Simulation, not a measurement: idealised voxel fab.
This is a process module. Its name is voxel released beams.
Cross-section cut: width 260 nm, square cells of 5 nm.
Throughout this document, each cross-section is represented as a grid of square cells and is presented as a sequence of bands enumerated from the top downward, where a band comprises one or more rows of cells.
Band: top and bottom heights (nm) first, top before bottom; then materials from left to right, widths in nm. "all across" marks a sole material filling the band edge to edge. "blank" denotes empty space.
Height reference: 0 = level under which incoming wafer is all one material. Lowest band: no bottom, runs on downward, e.g. "0 down".
Note: "30..40" means the width goes from the first number (top row of the band) to the second number (bottom row) in equal steps per row of cells.
A step reported as "no alterations made" is a step in which no cell of the cross-section changed.
The label "Sealed void inventory" introduces a list of the empty spaces, 8 cells or larger, that have no open way up to the top; each entry in it reads width x height at distance, where the distance is taken from the left edge and all three are stated in nm.
Read whatever lies past the settings on a step's line as the simulator's own remark about the step.
Each step line may optionally specify "overlay nm", which for a step with a mask gives the rightward distance between the mask's planned place and where it lay, a negative value indicating the leftward direction.

The steps planned for the process are as follows
1: RECEIVE,material Si
2: CONFORMAL_DEP,material SiN,thk nm 5
3: DIRECTIONAL_DEP,material SiO2,thk nm 20
4: DIRECTIONAL_DEP,material aC,thk nm 15
5: PATTERN,tone open,mask id ANCHOR,material resist,width nm 25,thk nm 35,overlay nm 0
6: DIRECTIONAL_ETCH,etch materials aC,depth nm 15
7: STRIP,etch materials resist
8: DIRECTIONAL_ETCH,etch materials SiO2,depth nm 20
9: STRIP,etch materials aC
10: CONFORMAL_DEP,material TiN,thk nm 10
11: MASKED_ETCH,tone cover,mask id BEAM,width nm 100,etch materials TiN,depth nm 10,overlay nm 0
12: STRIP,etch materials SiO2

Cross-section of the wafer as it came to us, i.e., already through step 1
    0 down: Si all across
    Sealed void inventory: none

Here's the cross-section of the first of our two wafers at the end of the module - it ran as planned
    35 to 25: blank 75, TiN 15, blank 5, TiN 80, blank 85
    25 to 15: blank 80, TiN 10, blank 5, TiN 10, blank 155
    15 to 5: blank 80, TiN 25, blank 155
    5 to 0: SiN all across
    0 down: Si all across
    Sealed void inventory: none

Wafer two, sectioned after the module: the first wafer's start, the first wafer's plan, and one mistake in how it was run
    35 to 25: blank 75, TiN 100, blank 85
    25 to 20: SiN all across
    20 to 0: SiO2 all across
    0 down: Si all across
    Sealed void inventory: none
Deviation from plan: deviation from plan: step 3 and step 2 executed in one another's positions
The closing comparison, in cells, has the second wafer with more or fewer of some materials than the first: +208 SiO2 | -16 TiN
